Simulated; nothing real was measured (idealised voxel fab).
process module | voxel plated lines
The cross-section shown here is cut; it is 140 nm wide and divided into square cells measuring 5 nm on a side.
Cross-sections here: square-cell grids, written as top-down lists of bands, a band being one or more rows of cells. A band entry consists of two parts. The first gives the height of the band's top and the height of its bottom, in nm. The rest lists the band's materials from left to right, each with its width in nm. A single material labelled with the word "throughout" fills the band from edge to edge, and the word "air" marks empty space. Note: height 0 marks the level under which the wafer is uniformly one material as received. Lowest band unbounded below, written "0..down". You'd read "30 to 40" like this: the band's top row of cells is as wide as the first number, its bottom row is as wide as the second, and going down, every row changes width by the same amount as the row before did. Basically "nothing got changed" means that step didn't change any cell in the cross-section. Any empty space of 8 cells or more lacking an open way to the top shows up in "Closed internal cavities" as width x height at distance, distance from the left edge, in nm. That trailing text on a step's line, after the settings, is the simulator's own remark on the step. Regarding "overlay nm": on a step with a mask, it is the distance the mask lay to the right of its planned place; a negative value places it to the left.

THE PROCESS STEPS THAT WERE PLANNED ARE LISTED BELOW
1) RECEIVE [material Si]
2) CONFORMAL_DEP [material SiN] [thk nm 5]
3) DIRECTIONAL_DEP [material TiN] [thk nm 5]
4) PATTERN [tone open] [mask id LINES] [material resist] [width nm 20] [pitch nm 45] [thk nm 20] [overlay nm 0]
5) EPI [material Ru] [thk nm 10]
6) STRIP [etch materials resist]
7) DIRECTIONAL_ETCH [etch materials TiN] [depth nm 5]
8) CONFORMAL_DEP [material SiCN] [thk nm 10]

DELIVERED WAFER IN CROSS-SECTION: STATE AFTER STEP 1
> 0..down  Si throughout
> Closed internal cavities: none

THE FIRST OF THE TWO WAFERS AS SEEN IN CROSS-SECTION ONCE THE MODULE WAS FINISHED; PROCESSING FOLLOWED THE PLAN
> 30..20  5 nm air | 40 nm SiCN | 5 nm air | 40 nm SiCN | 5 nm air | 40 nm SiCN | 5 nm air
> 20..15  5 nm air | 10 nm SiCN | 20 nm Ru | 10 nm SiCN | 5 nm air | 10 nm SiCN | 20 nm Ru | 10 nm SiCN | 5 nm air | 10 nm SiCN | 20 nm Ru | 10 nm SiCN | 5 nm air
> 15..10  15 nm SiCN | 20 nm Ru | 25 nm SiCN | 20 nm Ru | 25 nm SiCN | 20 nm Ru | 15 nm SiCN
> 10..5  15 nm SiCN | 20 nm TiN | 25 nm SiCN | 20 nm TiN | 25 nm SiCN | 20 nm TiN | 15 nm SiCN
> 5..0  SiN throughout
> 0..down  Si throughout
> Closed internal cavities: none

CROSS-SECTION, SECOND WAFER: SAME START AS THE FIRST, SAME PLAN AS THE FIRST, ONE MISTAKE IN RUNNING IT; TAKEN AT THE END OF THE MODULE
> 40..30  5 nm air | 40 nm SiCN | 5 nm air | 40 nm SiCN | 5 nm air | 40 nm SiCN | 5 nm air
> 30..15  5 nm air | 10 nm SiCN | 20 nm Ru | 10 nm SiCN | 5 nm air | 10 nm SiCN | 20 nm Ru | 10 nm SiCN | 5 nm air | 10 nm SiCN | 20 nm Ru | 10 nm SiCN | 5 nm air
> 15..10  15 nm SiCN | 20 nm Ru | 25 nm SiCN | 20 nm Ru | 25 nm SiCN | 20 nm Ru | 15 nm SiCN
> 10..5  15 nm SiCN | 20 nm TiN | 25 nm SiCN | 20 nm TiN | 25 nm SiCN | 20 nm TiN | 15 nm SiCN
> 5..0  SiN throughout
> 0..down  Si throughout
> Closed internal cavities: none
Misprocessing identified: twice, step 5 of the plan was run
at the end the second wafer has, in cells: Ru: 24 more, SiCN: 24 more
